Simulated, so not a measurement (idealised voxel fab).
Proc. module: voxel transistor to metal
It is cross-section cut that appears here, measuring 185 nm in width, its square cells being 5 nm in size.
Format of a cross-section: grid, square cells. Given as bands. Order: top down. Band: one or more rows of cells.
Top height, bottom height, nm. Materials left to right, width each, nm. Single material + "full width" = fills band edge to edge. "blank" = empty.
Beneath 0, the wafer as received is one material, and that level is where height counting begins. The lowest band goes on downward without a bottom; it is written like "0 nm and below".
You'd read "30..40" like this: the band's top row of cells is as wide as the first number, its bottom row is as wide as the second, and going down, every row changes width by the same amount as the row before did.
Key: "no modification" - step with no changed cell in the cross-section.
Heads up: "Closed internal voids" only lists the empty pockets with no open path to the top that are 8 cells or more, and it writes them as width x height at distance, distance from the left edge, in nm.
On a step's line, text after the settings is the simulator commenting on that step.
The "overlay nm" setting may appear on a step's line; for a step that uses a mask, it gives how far to the right of its planned position the mask lay, and a negative value indicates the left.
Steps in the process plan
- 1: RECEIVE (material Si)
- 2: CONFORMAL_DEP (material SiO2; thk nm 5)
- 3: CONFORMAL_DEP (material SiN; thk nm 10)
- 4: MASKED_ETCH (tone cover; mask id ACTIVE; width nm 100; etch materials SiN; depth nm 10; overlay nm 0)
- 5: MASKED_ETCH (tone cover; mask id ACTIVE; width nm 100; etch materials SiO2; depth nm 5; overlay nm 0)
- 6: MASKED_ETCH (tone cover; mask id ACTIVE; width nm 100; etch materials Si; depth nm 30; overlay nm 0)
- 7: FILL_DEP (material SiO2; thk nm 15)
- 8: CMP (height nm 15)
- 9: SELECTIVE_ETCH (etch materials SiO2; depth nm 5)
- 10: STRIP (etch materials SiN)
- 11: SELECTIVE_ETCH (etch materials SiO2; depth nm 5)
- 12: OXIDIZE (depth nm 5)
- 13: DIRECTIONAL_DEP (material polySi; thk nm 30)
- 14: DIRECTIONAL_DEP (material SiCN; thk nm 15)
- 15: MASKED_ETCH (tone cover; mask id GATE; width nm 20; etch materials SiCN; depth nm 25; overlay nm 0)
- 16: MASKED_ETCH (tone cover; mask id GATE; width nm 20; etch materials polySi; depth nm 40; overlay nm 0)
- 17: CONFORMAL_DEP (material SiN; thk nm 10)
- 18: DIRECTIONAL_ETCH (etch materials SiN; depth nm 10)
- 19: DIRECTIONAL_ETCH (etch materials SiO2; depth nm 5)
- 20: DIRECTIONAL_ETCH (etch materials Si; depth nm 5)
- 21: EPI (material SiGe; thk nm 5)
- 22: FILL_DEP (material SiO2; thk nm 10)
- 23: CMP (height nm 45)
- 24: DIRECTIONAL_DEP (material SiO2; thk nm 10)
- 25: MASKED_ETCH (tone open; mask id CONTACT; width nm 20; pitch nm 70; etch materials SiO2; depth nm 60; overlay nm 0)
- 26: CONFORMAL_DEP (material TiN; thk nm 5)
- 27: FILL_DEP (material Ru; thk nm 10)
- 28: CMP (height nm 55)
- 29: CONFORMAL_DEP (material SiN; thk nm 5)
- 30: DIRECTIONAL_DEP (material SiO2; thk nm 15)
- 31: PATTERN (tone open; mask id METAL_1; material resist; width nm 20; pitch nm 70; thk nm 15; overlay nm 0)
- 32: DIRECTIONAL_ETCH (etch materials SiO2; depth nm 15)
- 33: DIRECTIONAL_ETCH (etch materials SiN; depth nm 5)
- 34: STRIP (etch materials resist)
- 35: CONFORMAL_DEP (material TiN; thk nm 5)
- 36: FILL_DEP (material Cu; thk nm 10)
- 37: CMP (height nm 75)
- 38: CONFORMAL_DEP (material SiCN; thk nm 5)
- 39: DIRECTIONAL_DEP (material lowk; thk nm 30)
- 40: MASKED_ETCH (tone open; mask id METAL_2_HOLES; width nm 15; pitch nm 70; etch materials lowk; depth nm 30; overlay nm 0)
- 41: MASKED_ETCH (tone open; mask id METAL_2; width nm 20; pitch nm 70; etch materials lowk; depth nm 15; overlay nm 0)
- 42: MASKED_ETCH (tone open; mask id METAL_2; width nm 20; pitch nm 70; etch materials SiCN; depth nm 5; overlay nm 0)
- 43: CONFORMAL_DEP (material TiN; thk nm 5)
- 44: FILL_DEP (material Cu; thk nm 5)
- 45: CMP (height nm 110)
- 46: CONFORMAL_DEP (material SiN; thk nm 5)
Received-state cross-section, reflecting completion of step 1
    0 nm and below  Si full width
    Closed internal voids: none
Cross-section at module end, one run error; start and plan unchanged from above
    115 nm to 110 nm  SiN full width
    110 nm to 100 nm  lowk: 45; TiN: 5; Cu: 10; TiN: 5; lowk: 50; TiN: 5; Cu: 10; TiN: 5; lowk: 50
    100 nm to 95 nm  lowk: 45; TiN: 5; Cu: 5; TiN: 10; lowk: 50; TiN: 5; Cu: 5; TiN: 10; lowk: 50
    95 nm to 80 nm  lowk: 45; TiN: 5; Cu: 5; TiN: 5; lowk: 55; TiN: 5; Cu: 5; TiN: 5; lowk: 55
    80 nm to 75 nm  SiCN: 45; TiN: 15; SiCN: 55; TiN: 15; SiCN: 55
    75 nm to 60 nm  SiO2: 45; TiN: 5; Cu: 10; TiN: 5; SiO2: 50; TiN: 5; Cu: 10; TiN: 5; SiO2: 50
    60 nm to 55 nm  SiN: 45; TiN: 20; SiN: 50; TiN: 20; SiN: 50
    55 nm to 40 nm  SiO2: 45; TiN: 5; Ru: 10; TiN: 5; SiO2: 50; TiN: 5; Ru: 10; TiN: 5; SiO2: 50
    40 nm to 30 nm  SiO2: 45; TiN: 5; Ru: 10; TiN: 5; SiO2: 5; SiN: 10; SiCN: 20; SiN: 10; SiO2: 5; TiN: 5; Ru: 10; TiN: 5; SiO2: 50
    30 nm to 5 nm  SiO2: 45; TiN: 5; Ru: 10; TiN: 5; SiO2: 5; SiN: 10; polySi: 20; SiN: 10; SiO2: 5; TiN: 5; Ru: 10; TiN: 5; SiO2: 50
    5 nm to 0 nm  SiO2: 35; SiN: 10; TiN: 10; Ru: 5; TiN: 5; SiO2: 5; SiN: 10; polySi: 20; SiN: 10; SiO2: 5; TiN: 5; Ru: 5; TiN: 10; SiN: 10; SiO2: 40
    0 nm to -5 nm  SiO2: 45; SiGe: 5; TiN: 15; SiGe: 5; SiO2: 40; SiGe: 5; TiN: 15; SiGe: 5; SiO2: 50
    -5 nm to -10 nm  SiO2: 40; Si: 5; SiGe: 25; Si: 40; SiGe: 25; Si: 5; SiO2: 45
    -10 nm to -30 nm  SiO2: 40; Si: 100; SiO2: 45
    -30 nm and below  Si full width
    Closed internal voids: none
What was done differently from what was planned? so step 14 ended up running with a different setting than we planned, it ran as DIRECTIONAL_DEP (material SiCN; thk nm 10)
